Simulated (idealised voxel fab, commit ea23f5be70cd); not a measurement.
The following is a process module called voxel wiring stack.
In the cross-section labelled cut, the width is 260 nm and each square cell is 5 nm.
Cross-section spec: square-cell grid; bands listed top down; each band is one or more rows. Band: top height; bottom height; in nm. Then, left to right: material with width in nm, for each material. "throughout": a single material spanning edge to edge. "air": empty space. The level at which height equals 0 is the one under which the wafer, as it arrives, is entirely one material. No lower edge exists for the bottom band, which continues downward and is notated as in "0 nm and below". You'd read "30..40" like this: the band's top row of cells is as wide as the first number, its bottom row is as wide as the second, and going down, every row changes width by the same amount as the row before did. Step marked "same as before"? Then no cell in the cross-section changed in it. Under "Closed empty spaces" you'll find the enclosed gaps, the ones with no way out to the top, that are 8 cells or bigger; each reads width x height at distance, with distance counted from the left edge, everything in nm. Step line, after settings: the simulator's comment on this step. A step line may carry the setting "overlay nm", which, for steps involving a mask, states the distance by which the mask lay to the right of its intended position; negative values denote displacement to the left.

# Planned process steps
1: RECEIVE: material Si
2: CONFORMAL_DEP: material SiO2, thk nm 10
3: CONFORMAL_DEP: material SiN, thk nm 5
4: DIRECTIONAL_DEP: material lowk, thk nm 20
5: PATTERN: tone open, mask id METAL_1, material resist, width nm 20, pitch nm 40, thk nm 15, overlay nm 0
6: DIRECTIONAL_ETCH: etch materials lowk, depth nm 20
7: DIRECTIONAL_ETCH: etch materials SiN, depth nm 5
8: STRIP: etch materials resist
9: CONFORMAL_DEP: material TiN, thk nm 5
10: FILL_DEP: material Cu, thk nm 10
11: CMP: height nm 35
12: EPI: material Ru, thk nm 5
13: FILL_DEP: material SiCN, thk nm 5
14: DIRECTIONAL_DEP: material SiO2, thk nm 15
15: MASKED_ETCH: tone open, mask id PLUG_1, width nm 15, pitch nm 40, etch materials SiO2, depth nm 15, overlay nm 0
16: MASKED_ETCH: tone open, mask id PLUG_1, width nm 15, pitch nm 40, etch materials SiCN, depth nm 5, overlay nm 0
17: EPI: material Ru, thk nm 10
18: EPI: material Ru, thk nm 10
19: CONFORMAL_DEP: material SiN, thk nm 5
20: DIRECTIONAL_DEP: material SiO2, thk nm 25
21: PATTERN: tone open, mask id METAL_2, material resist, width nm 20, pitch nm 40, thk nm 15, overlay nm 0
22: DIRECTIONAL_ETCH: etch materials SiO2, depth nm 25
23: DIRECTIONAL_ETCH: etch materials SiN, depth nm 5
24: STRIP: etch materials resist
25: CONFORMAL_DEP: material TiN, thk nm 5
26: FILL_DEP: material W, thk nm 5
27: CMP: height nm 90
28: EPI: material Ru, thk nm 5
29: FILL_DEP: material SiCN, thk nm 5
30: DIRECTIONAL_DEP: material lowk, thk nm 35
31: MASKED_ETCH: tone open, mask id METAL_3, width nm 20, pitch nm 40, etch materials lowk, depth nm 20, overlay nm 0
32: DIRECTIONAL_DEP: material aC, thk nm 15
33: PATTERN: tone open, mask id METAL_3_HOLES, material resist, width nm 15, pitch nm 80, thk nm 35, overlay nm 0
34: DIRECTIONAL_ETCH: etch materials aC, depth nm 15
35: STRIP: etch materials resist
36: DIRECTIONAL_ETCH: etch materials lowk, depth nm 15
37: DIRECTIONAL_ETCH: etch materials SiCN, depth nm 5
38: STRIP: etch materials aC
39: CONFORMAL_DEP: material TiN, thk nm 5
40: FILL_DEP: material Ru, thk nm 10
41: CMP: height nm 135
42: CONFORMAL_DEP: material SiCN, thk nm 5

# Wafer, first of two, run as planned

# Incoming wafer, cross-sectional view, post step 1
  0 nm and below = Si throughout
  Closed empty spaces: none

# State of the wafer after step 2, shown in cross-section
  10 nm to 0 nm = SiO2 throughout
  Lower than 0, everything is as it was.

# State of the wafer after step 3, shown in cross-section
  15 nm to 10 nm = SiN throughout
  Lower than 10, everything is as it was.

# State of the wafer after step 4, shown in cross-section
  35 nm to 15 nm = lowk throughout
  Lower than 15, everything is as it was.

# State of the wafer after step 5, shown in cross-section
  50 nm to 35 nm = resist 60; air 20; resist 20; air 20; resist 20; air 20; resist 20; air 20; resist 60
  Lower than 35, everything is as it was.

# State of the wafer after step 6, shown in cross-section
  50 nm to 35 nm = resist 60; air 20; resist 20; air 20; resist 20; air 20; resist 20; air 20; resist 60
  35 nm to 15 nm = lowk 60; air 20; lowk 20; air 20; lowk 20; air 20; lowk 20; air 20; lowk 60
  Lower than 15, everything is as it was.

# State of the wafer after step 7, shown in cross-section
  50 nm to 35 nm = resist 60; air 20; resist 20; air 20; resist 20; air 20; resist 20; air 20; resist 60
  35 nm to 15 nm = lowk 60; air 20; lowk 20; air 20; lowk 20; air 20; lowk 20; air 20; lowk 60
  15 nm to 10 nm = SiN 60; air 20; SiN 20; air 20; SiN 20; air 20; SiN 20; air 20; SiN 60
  Lower than 10, everything is as it was.

# State of the wafer after step 8, shown in cross-section
  35 nm to 15 nm = lowk 60; air 20; lowk 20; air 20; lowk 20; air 20; lowk 20; air 20; lowk 60
  Lower than 15, everything is as it was.

# State of the wafer after step 9, shown in cross-section
  40 nm to 35 nm = TiN 65; air 10; TiN 30; air 10; TiN 30; air 10; TiN 30; air 10; TiN 65
  35 nm to 15 nm = lowk 60; TiN 5; air 10; TiN 5; lowk 20; TiN 5; air 10; TiN 5; lowk 20; TiN 5; air 10; TiN 5; lowk 20; TiN 5; air 10; TiN 5; lowk 60
  15 nm to 10 nm = SiN 60; TiN 20; SiN 20; TiN 20; SiN 20; TiN 20; SiN 20; TiN 20; SiN 60
  Lower than 10, everything is as it was.

# State of the wafer after step 10, shown in cross-section
  50 nm to 40 nm = Cu throughout
  40 nm to 35 nm = TiN 65; Cu 10; TiN 30; Cu 10; TiN 30; Cu 10; TiN 30; Cu 10; TiN 65
  35 nm to 15 nm = lowk 60; TiN 5; Cu 10; TiN 5; lowk 20; TiN 5; Cu 10; TiN 5; lowk 20; TiN 5; Cu 10; TiN 5; lowk 20; TiN 5; Cu 10; TiN 5; lowk 60
  Lower than 15, everything is as it was.

# State of the wafer after step 11, shown in cross-section
  35 nm to 15 nm = lowk 60; TiN 5; Cu 10; TiN 5; lowk 20; TiN 5; Cu 10; TiN 5; lowk 20; TiN 5; Cu 10; TiN 5; lowk 20; TiN 5; Cu 10; TiN 5; lowk 60
  Lower than 15, everything is as it was.

# State of the wafer after step 12, shown in cross-section
  40 nm to 35 nm = air 55; Ru 30; air 10; Ru 30; air 10; Ru 30; air 10; Ru 30; air 55
  Lower than 35, everything is as it was.

# State of the wafer after step 13, shown in cross-section
  45 nm to 40 nm = SiCN throughout
  40 nm to 35 nm = SiCN 55; Ru 30; SiCN 10; Ru 30; SiCN 10; Ru 30; SiCN 10; Ru 30; SiCN 55
  Lower than 35, everything is as it was.

# State of the wafer after step 14, shown in cross-section
  60 nm to 45 nm = SiO2 throughout
  Lower than 45, everything is as it was.

# State of the wafer after step 15, shown in cross-section
  60 nm to 45 nm = SiO2 60; air 15; SiO2 25; air 15; SiO2 25; air 15; SiO2 25; air 15; SiO2 65
  Lower than 45, everything is as it was.

# State of the wafer after step 16, shown in cross-section
  60 nm to 45 nm = SiO2 60; air 15; SiO2 25; air 15; SiO2 25; air 15; SiO2 25; air 15; SiO2 65
  45 nm to 40 nm = SiCN 60; air 15; SiCN 25; air 15; SiCN 25; air 15; SiCN 25; air 15; SiCN 65
  Lower than 40, everything is as it was.

# State of the wafer after step 17, shown in cross-section
  60 nm to 50 nm = SiO2 60; air 15; SiO2 25; air 15; SiO2 25; air 15; SiO2 25; air 15; SiO2 65
  50 nm to 45 nm = SiO2 60; Ru 15; SiO2 25; Ru 15; SiO2 25; Ru 15; SiO2 25; Ru 15; SiO2 65
  45 nm to 35 nm = SiCN 60..55; Ru 15..30; SiCN 25..10; Ru 15..30; SiCN 25..10; Ru 15..30; SiCN 25..10; Ru 15..30; SiCN 65..55
  Lower than 35, everything is as it was.

# State of the wafer after step 18, shown in cross-section
  60 nm to 45 nm = SiO2 60; Ru 15; SiO2 25; Ru 15; SiO2 25; Ru 15; SiO2 25; Ru 15; SiO2 65
  Lower than 45, everything is as it was.

# State of the wafer after step 19, shown in cross-section
  65 nm to 60 nm = SiN throughout
  Lower than 60, everything is as it was.

# State of the wafer after step 20, shown in cross-section
  90 nm to 65 nm = SiO2 throughout
  Lower than 65, everything is as it was.

# State of the wafer after step 21, shown in cross-section
  105 nm to 90 nm = resist 60; air 20; resist 20; air 20; resist 20; air 20; resist 20; air 20; resist 60
  Lower than 90, everything is as it was.

# State of the wafer after step 22, shown in cross-section
  105 nm to 90 nm = resist 60; air 20; resist 20; air 20; resist 20; air 20; resist 20; air 20; resist 60
  90 nm to 65 nm = SiO2 60; air 20; SiO2 20; air 20; SiO2 20; air 20; SiO2 20; air 20; SiO2 60
  Lower than 65, everything is as it was.

# State of the wafer after step 23, shown in cross-section
  105 nm to 90 nm = resist 60; air 20; resist 20; air 20; resist 20; air 20; resist 20; air 20; resist 60
  90 nm to 65 nm = SiO2 60; air 20; SiO2 20; air 20; SiO2 20; air 20; SiO2 20; air 20; SiO2 60
  65 nm to 60 nm = SiN 60; air 20; SiN 20; air 20; SiN 20; air 20; SiN 20; air 20; SiN 60
  Lower than 60, everything is as it was.

# State of the wafer after step 24, shown in cross-section
  90 nm to 65 nm = SiO2 60; air 20; SiO2 20; air 20; SiO2 20; air 20; SiO2 20; air 20; SiO2 60
  Lower than 65, everything is as it was.

# State of the wafer after step 25, shown in cross-section
  95 nm to 90 nm = TiN 65; air 10; TiN 30; air 10; TiN 30; air 10; TiN 30; air 10; TiN 65
  90 nm to 65 nm = SiO2 60; TiN 5; air 10; TiN 5; SiO2 20; TiN 5; air 10; TiN 5; SiO2 20; TiN 5; air 10; TiN 5; SiO2 20; TiN 5; air 10; TiN 5; SiO2 60
  65 nm to 60 nm = SiN 60; TiN 20; SiN 20; TiN 20; SiN 20; TiN 20; SiN 20; TiN 20; SiN 60
  Lower than 60, everything is as it was.

# State of the wafer after step 26, shown in cross-section
  100 nm to 95 nm = W throughout
  95 nm to 90 nm = TiN 65; W 10; TiN 30; W 10; TiN 30; W 10; TiN 30; W 10; TiN 65
  90 nm to 65 nm = SiO2 60; TiN 5; W 10; TiN 5; SiO2 20; TiN 5; W 10; TiN 5; SiO2 20; TiN 5; W 10; TiN 5; SiO2 20; TiN 5; W 10; TiN 5; SiO2 60
  Lower than 65, everything is as it was.

# State of the wafer after step 27, shown in cross-section
  90 nm to 65 nm = SiO2 60; TiN 5; W 10; TiN 5; SiO2 20; TiN 5; W 10; TiN 5; SiO2 20; TiN 5; W 10; TiN 5; SiO2 20; TiN 5; W 10; TiN 5; SiO2 60
  Lower than 65, everything is as it was.

# State of the wafer after step 28, shown in cross-section
  95 nm to 90 nm = air 55; Ru 30; air 10; Ru 30; air 10; Ru 30; air 10; Ru 30; air 55
  Lower than 90, everything is as it was.

# State of the wafer after step 29, shown in cross-section
  100 nm to 95 nm = SiCN throughout
  95 nm to 90 nm = SiCN 55; Ru 30; SiCN 10; Ru 30; SiCN 10; Ru 30; SiCN 10; Ru 30; SiCN 55
  Lower than 90, everything is as it was.

# State of the wafer after step 30, shown in cross-section
  135 nm to 100 nm = lowk throughout
  Lower than 100, everything is as it was.

# State of the wafer after step 31, shown in cross-section
  135 nm to 115 nm = lowk 60; air 20; lowk 20; air 20; lowk 20; air 20; lowk 20; air 20; lowk 60
  Lower than 115, everything is as it was.

# State of the wafer after step 32, shown in cross-section
  150 nm to 135 nm = aC 60; air 20; aC 20; air 20; aC 20; air 20; aC 20; air 20; aC 60
  135 nm to 130 nm = lowk 60; air 20; lowk 20; air 20; lowk 20; air 20; lowk 20; air 20; lowk 60
  130 nm to 115 nm = lowk 60; aC 20; lowk 20; aC 20; lowk 20; aC 20; lowk 20; aC 20; lowk 60
  Lower than 115, everything is as it was.

# State of the wafer after step 33, shown in cross-section
  185 nm to 150 nm = resist 60; air 15; resist 65; air 15; resist 105
  150 nm to 135 nm = aC 60; air 15; resist 5; aC 20; resist 20; aC 20; air 15; resist 5; aC 20; resist 20; aC 60
  135 nm to 130 nm = lowk 60; air 15; resist 5; lowk 20; resist 20; lowk 20; air 15; resist 5; lowk 20; resist 20; lowk 60
  Lower than 130, everything is as it was.

# State of the wafer after step 34, shown in cross-section
  170 nm to 150 nm = resist 60; air 15; resist 65; air 15; resist 105
  150 nm to 135 nm = aC 60; air 15; resist 5; aC 20; resist 20; aC 20; air 15; resist 5; aC 20; resist 20; aC 60
  135 nm to 130 nm = lowk 60; air 15; resist 5; lowk 20; resist 20; lowk 20; air 15; resist 5; lowk 20; resist 20; lowk 60
  130 nm to 115 nm = lowk 60; air 15; aC 5; lowk 20; aC 20; lowk 20; air 15; aC 5; lowk 20; aC 20; lowk 60
  Lower than 115, everything is as it was.

# State of the wafer after step 35, shown in cross-section
  150 nm to 135 nm = aC 60; air 20; aC 20; air 20; aC 20; air 20; aC 20; air 20; aC 60
  135 nm to 130 nm = lowk 60; air 20; lowk 20; air 20; lowk 20; air 20; lowk 20; air 20; lowk 60
  Lower than 130, everything is as it was.

# State of the wafer after step 36, shown in cross-section
  150 nm to 135 nm = aC 60; air 20; aC 20; air 20; aC 20; air 20; aC 20; air 20; aC 60
  135 nm to 130 nm = lowk 60; air 20; lowk 20; air 20; lowk 20; air 20; lowk 20; air 20; lowk 60
  130 nm to 115 nm = lowk 60; air 15; aC 5; lowk 20; aC 20; lowk 20; air 15; aC 5; lowk 20; aC 20; lowk 60
  115 nm to 100 nm = lowk 60; air 15; lowk 65; air 15; lowk 105
  Lower than 100, everything is as it was.

# State of the wafer after step 37, shown in cross-section
  150 nm to 135 nm = aC 60; air 20; aC 20; air 20; aC 20; air 20; aC 20; air 20; aC 60
  135 nm to 130 nm = lowk 60; air 20; lowk 20; air 20; lowk 20; air 20; lowk 20; air 20; lowk 60
  130 nm to 115 nm = lowk 60; air 15; aC 5; lowk 20; aC 20; lowk 20; air 15; aC 5; lowk 20; aC 20; lowk 60
  115 nm to 100 nm = lowk 60; air 15; lowk 65; air 15; lowk 105
  100 nm to 95 nm = SiCN 60; air 15; SiCN 65; air 15; SiCN 105
  Lower than 95, everything is as it was.

# State of the wafer after step 38, shown in cross-section
  135 nm to 115 nm = lowk 60; air 20; lowk 20; air 20; lowk 20; air 20; lowk 20; air 20; lowk 60
  Lower than 115, everything is as it was.

# State of the wafer after step 39, shown in cross-section
  140 nm to 135 nm = TiN 65; air 10; TiN 30; air 10; TiN 30; air 10; TiN 30; air 10; TiN 65
  135 nm to 120 nm = lowk 60; TiN 5; air 10; TiN 5; lowk 20; TiN 5; air 10; TiN 5; lowk 20; TiN 5; air 10; TiN 5; lowk 20; TiN 5; air 10; TiN 5; lowk 60
  120 nm to 115 nm = lowk 60; TiN 5; air 5; TiN 10; lowk 20; TiN 20; lowk 20; TiN 5; air 5; TiN 10; lowk 20; TiN 20; lowk 60
  115 nm to 100 nm = lowk 60; TiN 5; air 5; TiN 5; lowk 65; TiN 5; air 5; TiN 5; lowk 105
  100 nm to 95 nm = SiCN 60; TiN 15; SiCN 65; TiN 15; SiCN 105
  Lower than 95, everything is as it was.

# State of the wafer after step 40, shown in cross-section
  150 nm to 140 nm = Ru throughout
  140 nm to 135 nm = TiN 65; Ru 10; TiN 30; Ru 10; TiN 30; Ru 10; TiN 30; Ru 10; TiN 65
  135 nm to 120 nm = lowk 60; TiN 5; Ru 10; TiN 5; lowk 20; TiN 5; Ru 10; TiN 5; lowk 20; TiN 5; Ru 10; TiN 5; lowk 20; TiN 5; Ru 10; TiN 5; lowk 60
  120 nm to 115 nm = lowk 60; TiN 5; Ru 5; TiN 10; lowk 20; TiN 20; lowk 20; TiN 5; Ru 5; TiN 10; lowk 20; TiN 20; lowk 60
  115 nm to 100 nm = lowk 60; TiN 5; Ru 5; TiN 5; lowk 65; TiN 5; Ru 5; TiN 5; lowk 105
  Lower than 100, everything is as it was.

# State of the wafer after step 41, shown in cross-section
  135 nm to 120 nm = lowk 60; TiN 5; Ru 10; TiN 5; lowk 20; TiN 5; Ru 10; TiN 5; lowk 20; TiN 5; Ru 10; TiN 5; lowk 20; TiN 5; Ru 10; TiN 5; lowk 60
  Lower than 120, everything is as it was.

# State of the wafer after step 42, shown in cross-section
  140 nm to 135 nm = SiCN throughout
  Lower than 135, everything is as it was.

# The Second Wafer: Common Origin and Plan, One Mistake in Execution, Identical to the First Through Step 30

# The second wafer cut through, at the time step 31 was supposed to be finished
  135 nm to 100 nm = lowk 60; air 20; lowk 20; air 20; lowk 20; air 20; lowk 20; air 20; lowk 60
  Lower than 100, everything is as it was.

# The second wafer cut through, at the time step 32 was supposed to be finished
  150 nm to 135 nm = aC 60; air 20; aC 20; air 20; aC 20; air 20; aC 20; air 20; aC 60
  135 nm to 115 nm = lowk 60; air 20; lowk 20; air 20; lowk 20; air 20; lowk 20; air 20; lowk 60
  115 nm to 100 nm = lowk 60; aC 20; lowk 20; aC 20; lowk 20; aC 20; lowk 20; aC 20; lowk 60
  Lower than 100, everything is as it was.

# The second wafer cut through, at the time step 33 was supposed to be finished
  185 nm to 150 nm = resist 60; air 15; resist 65; air 15; resist 105
  150 nm to 135 nm = aC 60; air 15; resist 5; aC 20; resist 20; aC 20; air 15; resist 5; aC 20; resist 20; aC 60
  135 nm to 115 nm = lowk 60; air 15; resist 5; lowk 20; resist 20; lowk 20; air 15; resist 5; lowk 20; resist 20; lowk 60
  Lower than 115, everything is as it was.

# The second wafer cut through, at the time step 34 was supposed to be finished
  170 nm to 150 nm = resist 60; air 15; resist 65; air 15; resist 105
  150 nm to 135 nm = aC 60; air 15; resist 5; aC 20; resist 20; aC 20; air 15; resist 5; aC 20; resist 20; aC 60
  135 nm to 115 nm = lowk 60; air 15; resist 5; lowk 20; resist 20; lowk 20; air 15; resist 5; lowk 20; resist 20; lowk 60
  115 nm to 100 nm = lowk 60; air 15; aC 5; lowk 20; aC 20; lowk 20; air 15; aC 5; lowk 20; aC 20; lowk 60
  Lower than 100, everything is as it was.

# The second wafer cut through, at the time step 35 was supposed to be finished
  150 nm to 135 nm = aC 60; air 20; aC 20; air 20; aC 20; air 20; aC 20; air 20; aC 60
  135 nm to 115 nm = lowk 60; air 20; lowk 20; air 20; lowk 20; air 20; lowk 20; air 20; lowk 60
  Lower than 115, everything is as it was.

The second wafer cut through, at the time step 36 was supposed to be finished: same as before

# The second wafer cut through, at the time step 37 was supposed to be finished
  150 nm to 135 nm = aC 60; air 20; aC 20; air 20; aC 20; air 20; aC 20; air 20; aC 60
  135 nm to 115 nm = lowk 60; air 20; lowk 20; air 20; lowk 20; air 20; lowk 20; air 20; lowk 60
  115 nm to 100 nm = lowk 60; air 15; aC 5; lowk 20; aC 20; lowk 20; air 15; aC 5; lowk 20; aC 20; lowk 60
  100 nm to 95 nm = SiCN 60; air 15; SiCN 65; air 15; SiCN 105
  Lower than 95, everything is as it was.

# The second wafer cut through, at the time step 38 was supposed to be finished
  135 nm to 100 nm = lowk 60; air 20; lowk 20; air 20; lowk 20; air 20; lowk 20; air 20; lowk 60
  Lower than 100, everything is as it was.

# The second wafer cut through, at the time step 39 was supposed to be finished
  140 nm to 135 nm = TiN 65; air 10; TiN 30; air 10; TiN 30; air 10; TiN 30; air 10; TiN 65
  135 nm to 105 nm = lowk 60; TiN 5; air 10; TiN 5; lowk 20; TiN 5; air 10; TiN 5; lowk 20; TiN 5; air 10; TiN 5; lowk 20; TiN 5; air 10; TiN 5; lowk 60
  105 nm to 100 nm = lowk 60; TiN 5; air 5; TiN 10; lowk 20; TiN 20; lowk 20; TiN 5; air 5; TiN 10; lowk 20; TiN 20; lowk 60
  100 nm to 95 nm = SiCN 60; TiN 15; SiCN 65; TiN 15; SiCN 105
  Lower than 95, everything is as it was.

# The second wafer cut through, at the time step 40 was supposed to be finished
  150 nm to 140 nm = Ru throughout
  140 nm to 135 nm = TiN 65; Ru 10; TiN 30; Ru 10; TiN 30; Ru 10; TiN 30; Ru 10; TiN 65
  135 nm to 105 nm = lowk 60; TiN 5; Ru 10; TiN 5; lowk 20; TiN 5; Ru 10; TiN 5; lowk 20; TiN 5; Ru 10; TiN 5; lowk 20; TiN 5; Ru 10; TiN 5; lowk 60
  105 nm to 100 nm = lowk 60; TiN 5; Ru 5; TiN 10; lowk 20; TiN 20; lowk 20; TiN 5; Ru 5; TiN 10; lowk 20; TiN 20; lowk 60
  Lower than 100, everything is as it was.

# The second wafer cut through, at the time step 41 was supposed to be finished
  135 nm to 105 nm = lowk 60; TiN 5; Ru 10; TiN 5; lowk 20; TiN 5; Ru 10; TiN 5; lowk 20; TiN 5; Ru 10; TiN 5; lowk 20; TiN 5; Ru 10; TiN 5; lowk 60
  Lower than 105, everything is as it was.

# The second wafer cut through, at the time step 42 was supposed to be finished
  140 nm to 135 nm = SiCN throughout
  Lower than 135, everything is as it was.
Short version of what went wrong: step 31 in the plan was executed twice
Count the cells at the end and the second wafer has more or fewer of some materials than the first: 18 more of Ru; 12 more of TiN; 30 fewer of lowk
